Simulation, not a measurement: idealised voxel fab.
process module | voxel wiring stack
cross-section cut | 220 nm wide | cells 5 nm
A cross-section is a grid of square cells, given in bands from the top down. A band is one or more rows of cells.
Each band's line starts with the height of the band's top and of its bottom, in nm. Then come its materials from left to right, each with its width in nm. One material with "throughout" fills the band from edge to edge. "air" is empty space.
Height 0 is the level under which the wafer as received is all one material. The lowest band goes on downwards, as in "0 down".
A width such as "30 to 40" changes by the same amount from each row of cells to the next, from the band's top row to its bottom row.
"no change" after a step means that no cell of the cross-section changed.
closed voids: empty space of 8 cells or more with no open way to the top, each as width x height at its distance from the left edge, in nm
after a step's settings: what the simulator itself notes on the step
overlay nm, on a step with a mask: how far to the right of its planned place the mask lay; to the left if negative
plan
1 op RECEIVE | material Si
2 op CONFORMAL_DEP | material SiO2 | thk nm 15
3 op CONFORMAL_DEP | material SiN | thk nm 5
4 op DIRECTIONAL_DEP | material SiO2 | thk nm 25
5 op MASKED_ETCH | tone open | mask id METAL_1 | width nm 25 | pitch nm 45 | etch materials SiO2 | depth nm 25 | overlay nm 0
6 op MASKED_ETCH | tone open | mask id METAL_1 | width nm 25 | pitch nm 45 | etch materials SiN | depth nm 5 | overlay nm 0
7 op CONFORMAL_DEP | material TiN | thk nm 5
8 op FILL_DEP | material Cu | thk nm 10
9 op CMP | height nm 45
10 op CONFORMAL_DEP | material SiCN | thk nm 5
11 op DIRECTIONAL_DEP | material SiO2 | thk nm 15
12 op MASKED_ETCH | tone open | mask id PLUG_1 | width nm 15 | pitch nm 45 | etch materials SiO2 | depth nm 15 | overlay nm 0
13 op MASKED_ETCH | tone open | mask id PLUG_1 | width nm 15 | pitch nm 45 | etch materials SiCN | depth nm 5 | overlay nm 0
14 op EPI | material Ru | thk nm 10
15 op EPI | material Ru | thk nm 10
16 op CONFORMAL_DEP | material SiN | thk nm 5
17 op DIRECTIONAL_DEP | material lowk | thk nm 20
18 op PATTERN | tone open | mask id METAL_2 | material resist | width nm 25 | pitch nm 45 | thk nm 20 | overlay nm 0
19 op DIRECTIONAL_ETCH | etch materials lowk | depth nm 20
20 op DIRECTIONAL_ETCH | etch materials SiN | depth nm 5
21 op STRIP | etch materials resist
22 op CONFORMAL_DEP | material TiN | thk nm 5
23 op FILL_DEP | material Cu | thk nm 10
24 op CMP | height nm 90
25 op CONFORMAL_DEP | material SiCN | thk nm 5
26 op DIRECTIONAL_DEP | material SiO2 | thk nm 30
27 op MASKED_ETCH | tone open | mask id METAL_3_HOLES | width nm 15 | pitch nm 45 | etch materials SiO2 | depth nm 30 | overlay nm 0
28 op MASKED_ETCH | tone open | mask id METAL_3 | width nm 25 | pitch nm 45 | etch materials SiO2 | depth nm 20 | overlay nm 0
29 op MASKED_ETCH | tone open | mask id METAL_3 | width nm 25 | pitch nm 45 | etch materials SiCN | depth nm 5 | overlay nm 0
30 op CONFORMAL_DEP | material TiN | thk nm 5
31 op FILL_DEP | material Cu | thk nm 10
32 op CMP | height nm 125
33 op CONFORMAL_DEP | material SiCN | thk nm 5
34 op DIRECTIONAL_DEP | material lowk | thk nm 25
35 op MASKED_ETCH | tone open | mask id METAL_4_HOLES | width nm 15 | pitch nm 90 | etch materials lowk | depth nm 25 | overlay nm 0
36 op PATTERN | tone open | mask id METAL_4 | material resist | width nm 25 | pitch nm 45 | thk nm 20 | overlay nm 0
37 op DIRECTIONAL_ETCH | etch materials lowk | depth nm 15
38 op DIRECTIONAL_ETCH | etch materials SiCN | depth nm 5
39 op STRIP | etch materials resist
40 op CONFORMAL_DEP | material TiN | thk nm 5
41 op FILL_DEP | material Cu | thk nm 10
42 op CMP | height nm 155
43 op CONFORMAL_DEP | material SiCN | thk nm 5
as received, after step 1
  0 down: Si throughout
  closed voids: none
a wafer at the end: this start, this plan, one mistake
  160 to 155: SiCN throughout
  155 to 145: lowk 50 | TiN 5 | Cu 15 | TiN 5 | lowk 20 | TiN 5 | Cu 15 | TiN 5 | lowk 20 | TiN 5 | Cu 15 | TiN 5 | lowk 55
  145 to 140: lowk 50 | TiN 5 | Cu 5 | TiN 15 | lowk 20 | TiN 25 | lowk 20 | TiN 5 | Cu 5 | TiN 15 | lowk 55
  140 to 130: lowk 50 | TiN 5 | Cu 5 | TiN 5 | lowk 75 | TiN 5 | Cu 5 | TiN 5 | lowk 65
  130 to 125: SiCN 50 | TiN 15 | SiCN 75 | TiN 15 | SiCN 65
  125 to 120: SiCN 50 | TiN 25 | SiCN 20 | TiN 25 | SiCN 20 | TiN 25 | SiCN 55
  120 to 90: SiO2 throughout
  90 to 70: lowk 50 | TiN 5 | Cu 15 | TiN 5 | lowk 20 | TiN 5 | Cu 15 | TiN 5 | lowk 20 | TiN 5 | Cu 15 | TiN 5 | lowk 55
  70 to 65: SiN 50 | TiN 25 | SiN 20 | TiN 25 | SiN 20 | TiN 25 | SiN 55
  65 to 50: SiO2 50 | Ru 15 | SiO2 30 | Ru 15 | SiO2 30 | Ru 15 | SiO2 65
  50 to 45: SiCN 50 | Ru 15 | SiCN 30 | Ru 15 | SiCN 30 | Ru 15 | SiCN 65
  45 to 20: SiO2 50 | TiN 5 | Cu 15 | TiN 5 | SiO2 20 | TiN 5 | Cu 15 | TiN 5 | SiO2 20 | TiN 5 | Cu 15 | TiN 5 | SiO2 55
  20 to 15: SiN 50 | TiN 25 | SiN 20 | TiN 25 | SiN 20 | TiN 25 | SiN 55
  15 to 0: SiO2 throughout
  0 down: Si throughout
  closed voids: none
what went wrong: steps 25 and 26 were swapped
